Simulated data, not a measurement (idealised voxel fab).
The name of this process module is voxel tone inversion.
Shown is cross-section cut, with a width of 190 nm and square cells of size 5 nm.
Format of a cross-section: grid, square cells. Given as bands. Order: top down. Band: one or more rows of cells.
In this notation a band is specified by the heights of its top and bottom, in that order and in nm, after which its materials appear from left to right, each paired with its width in nm. The word "everywhere" attached to a single material means that material fills the band from edge to edge; the word "air" stands for empty space.
Height 0 is the level under which the wafer as received is all one material. The lowest band goes on downwards, as in "from 0 down".
The notation "30->40" denotes a width that varies across the rows of cells in the band, beginning at the first number in the top row, finishing at the second number in the bottom row, and changing by an identical amount from each row to the next.
It should be understood that the words "same as before", when stated for a given step, signify that the cross-section underwent no change in any of its cells during that step.
If an empty space has no open way to the top and is at least 8 cells in size, "Entrapped voids" lists it, written width x height at distance, where distance is measured from the left edge and every value is in nm.
Where a step's line continues beyond its settings, the continuation is a remark by the simulator itself on that step.
On any step carrying a mask, the "overlay nm" setting, if present on the step's line, tells how far right of its planned place the mask lay; negative values point to the left.
-- Below is the list of planned process steps
1. RECEIVE [material Si]
2. CONFORMAL_DEP [material SiN] [thk nm 5]
3. DIRECTIONAL_DEP [material aC] [thk nm 20]
4. PATTERN [tone cover] [mask id POSTS] [material resist] [width nm 25] [pitch nm 50] [thk nm 30] [overlay nm 0]
5. DIRECTIONAL_ETCH [etch materials aC] [depth nm 20]
6. STRIP [etch materials resist]
7. FILL_DEP [material lowk] [thk nm 10]
8. CMP [height nm 25]
9. STRIP [etch materials aC]
10. CONFORMAL_DEP [material TiN] [thk nm 5]
11. FILL_DEP [material W] [thk nm 10]
12. CMP [height nm 25]
13. CONFORMAL_DEP [material SiCN] [thk nm 5]
-- Of two wafers, the first: run according to plan
-- Here's what the wafer looked like in cross-section when it arrived - that's after step 1
from 0 down = Si everywhere
Entrapped voids: none
-- Cross-section through the wafer, step 2 finished
from 5 to 0 = SiN everywhere
Anything lower than 0 is untouched.
-- Cross-section through the wafer, step 3 finished
from 25 to 5 = aC everywhere
Anything lower than 5 is untouched.
-- Cross-section through the wafer, step 4 finished
from 55 to 25 = 55 nm air, 25 nm resist, 25 nm air, 25 nm resist, 60 nm air
Anything lower than 25 is untouched.
-- Cross-section through the wafer, step 5 finished
from 35 to 25 = 55 nm air, 25 nm resist, 25 nm air, 25 nm resist, 60 nm air
from 25 to 5 = 55 nm air, 25 nm aC, 25 nm air, 25 nm aC, 60 nm air
Anything lower than 5 is untouched.
-- Cross-section through the wafer, step 6 finished
from 25 to 5 = 55 nm air, 25 nm aC, 25 nm air, 25 nm aC, 60 nm air
Anything lower than 5 is untouched.
-- Cross-section through the wafer, step 7 finished
from 35 to 25 = lowk everywhere
from 25 to 5 = 55 nm lowk, 25 nm aC, 25 nm lowk, 25 nm aC, 60 nm lowk
Anything lower than 5 is untouched.
-- Cross-section through the wafer, step 8 finished
from 25 to 5 = 55 nm lowk, 25 nm aC, 25 nm lowk, 25 nm aC, 60 nm lowk
Anything lower than 5 is untouched.
-- Cross-section through the wafer, step 9 finished
from 25 to 5 = 55 nm lowk, 25 nm air, 25 nm lowk, 25 nm air, 60 nm lowk
Anything lower than 5 is untouched.
-- Cross-section through the wafer, step 10 finished
from 30 to 25 = 60 nm TiN, 15 nm air, 35 nm TiN, 15 nm air, 65 nm TiN
from 25 to 10 = 55 nm lowk, 5 nm TiN, 15 nm air, 5 nm TiN, 25 nm lowk, 5 nm TiN, 15 nm air, 5 nm TiN, 60 nm lowk
from 10 to 5 = 55 nm lowk, 25 nm TiN, 25 nm lowk, 25 nm TiN, 60 nm lowk
Anything lower than 5 is untouched.
-- Cross-section through the wafer, step 11 finished
from 40 to 30 = W everywhere
from 30 to 25 = 60 nm TiN, 15 nm W, 35 nm TiN, 15 nm W, 65 nm TiN
from 25 to 10 = 55 nm lowk, 5 nm TiN, 15 nm W, 5 nm TiN, 25 nm lowk, 5 nm TiN, 15 nm W, 5 nm TiN, 60 nm lowk
Anything lower than 10 is untouched.
-- Cross-section through the wafer, step 12 finished
from 25 to 10 = 55 nm lowk, 5 nm TiN, 15 nm W, 5 nm TiN, 25 nm lowk, 5 nm TiN, 15 nm W, 5 nm TiN, 60 nm lowk
Anything lower than 10 is untouched.
-- Cross-section through the wafer, step 13 finished
from 30 to 25 = SiCN everywhere
Anything lower than 25 is untouched.
-- Wafer two of the pair: same origin, same plan, one error during the run; identical to wafer one up to and including step 3
-- Second wafer, cut view, end of step 4 per plan
from 55 to 25 = 60 nm air, 25 nm resist, 25 nm air, 25 nm resist, 55 nm air
Anything lower than 25 is untouched.
-- Second wafer, cut view, end of step 5 per plan
from 35 to 25 = 60 nm air, 25 nm resist, 25 nm air, 25 nm resist, 55 nm air
from 25 to 5 = 60 nm air, 25 nm aC, 25 nm air, 25 nm aC, 55 nm air
Anything lower than 5 is untouched.
-- Second wafer, cut view, end of step 6 per plan
from 25 to 5 = 60 nm air, 25 nm aC, 25 nm air, 25 nm aC, 55 nm air
Anything lower than 5 is untouched.
-- Second wafer, cut view, end of step 7 per plan
from 35 to 25 = lowk everywhere
from 25 to 5 = 60 nm lowk, 25 nm aC, 25 nm lowk, 25 nm aC, 55 nm lowk
Anything lower than 5 is untouched.
-- Second wafer, cut view, end of step 8 per plan
from 25 to 5 = 60 nm lowk, 25 nm aC, 25 nm lowk, 25 nm aC, 55 nm lowk
Anything lower than 5 is untouched.
-- Second wafer, cut view, end of step 9 per plan
from 25 to 5 = 60 nm lowk, 25 nm air, 25 nm lowk, 25 nm air, 55 nm lowk
Anything lower than 5 is untouched.
-- Second wafer, cut view, end of step 10 per plan
from 30 to 25 = 65 nm TiN, 15 nm air, 35 nm TiN, 15 nm air, 60 nm TiN
from 25 to 10 = 60 nm lowk, 5 nm TiN, 15 nm air, 5 nm TiN, 25 nm lowk, 5 nm TiN, 15 nm air, 5 nm TiN, 55 nm lowk
from 10 to 5 = 60 nm lowk, 25 nm TiN, 25 nm lowk, 25 nm TiN, 55 nm lowk
Anything lower than 5 is untouched.
-- Second wafer, cut view, end of step 11 per plan
from 40 to 30 = W everywhere
from 30 to 25 = 65 nm TiN, 15 nm W, 35 nm TiN, 15 nm W, 60 nm TiN
from 25 to 10 = 60 nm lowk, 5 nm TiN, 15 nm W, 5 nm TiN, 25 nm lowk, 5 nm TiN, 15 nm W, 5 nm TiN, 55 nm lowk
Anything lower than 10 is untouched.
-- Second wafer, cut view, end of step 12 per plan
from 25 to 10 = 60 nm lowk, 5 nm TiN, 15 nm W, 5 nm TiN, 25 nm lowk, 5 nm TiN, 15 nm W, 5 nm TiN, 55 nm lowk
Anything lower than 10 is untouched.
-- Second wafer, cut view, end of step 13 per plan
from 30 to 25 = SiCN everywhere
Anything lower than 25 is untouched.
Short version of what went wrong: step 4 ran differently from the plan; actual operation with settings: PATTERN [tone cover] [mask id POSTS] [material resist] [width nm 25] [pitch nm 50] [thk nm 30] [overlay nm 5]
If you tally the cells, the second wafer ends up with the same amount of every material as the first; it's all just sitting in different places.
